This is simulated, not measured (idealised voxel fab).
This section sets out a process module, namely voxel plated lines.
Each square cell in cross-section cut measures 5 nm, and the section as a whole is 215 nm wide.
Bands, listed from the top down, are how a cross-section gets written in this document; the cross-section itself is a grid of square cells, and a band is one or more rows of them. Band: top and bottom heights (nm) first, top before bottom; then materials from left to right, widths in nm. "full width" marks a sole material filling the band edge to edge. "air" denotes empty space. Zero point of the height axis is 0; under it, received wafer = one material. Lowest band: continues down indefinitely, "z 0 and below". Top row gets the first number, bottom row gets the second, and each row in between changes by the same step: that is how a band width like "30 to 40" works. "no modification" for a step: no cell of the cross-section changed in that step. What "Fully sealed voids" gives you is every empty space of 8 cells or more that is cut off from the top. Each appears as width x height at distance, with the distance taken from the left edge and width, height and distance all in nm. Post-settings text on a step line: simulator's own remark regarding the step. The line of a step may include "overlay nm". On a step with a mask, this value is how far to the right of its planned place the mask lay. A negative value means the mask lay to the left.
The planned process steps are enumerated hereunder:
1,RECEIVE, material Si
2,CONFORMAL_DEP, material SiN, thk nm 10
3,DIRECTIONAL_DEP, material TiN, thk nm 5
4,PATTERN, tone open, mask id LINES, material resist, width nm 25, pitch nm 45, thk nm 40, overlay nm 0
5,EPI, material Ru, thk nm 10
6,EPI, material Ru, thk nm 10
7,EPI, material Ru, thk nm 10
8,STRIP, etch materials resist
9,DIRECTIONAL_ETCH, etch materials TiN, depth nm 5
10,CONFORMAL_DEP, material SiCN, thk nm 10
Here's what the wafer looked like in cross-section when it arrived - that's after step 1:
* z 0 and below | Si full width
* Fully sealed voids: none
Starting structure and process plan are as shown above, but one mistake was made in running the module; the wafer cross-section at the end of the module follows:
* z 65 to 55 | air 40, SiCN 135, air 40
* z 55 to 30 | air 40, SiCN 10, Ru 25, SiCN 20, Ru 25, SiCN 20, Ru 25, SiCN 10, air 40
* z 30 to 25 | SiCN 50, Ru 25, SiCN 20, Ru 25, SiCN 20, Ru 25, SiCN 50
* z 25 to 20 | SiCN 50, TiN 25, SiCN 20, TiN 25, SiCN 20, TiN 25, SiCN 50
* z 20 to 10 | TiN full width
* z 10 to 0 | SiN full width
* z 0 and below | Si full width
* Fully sealed voids: none
Misprocessing identified: step 3 was run on a setting that differed from the plan, and what really ran there is DIRECTIONAL_DEP, material TiN, thk nm 15
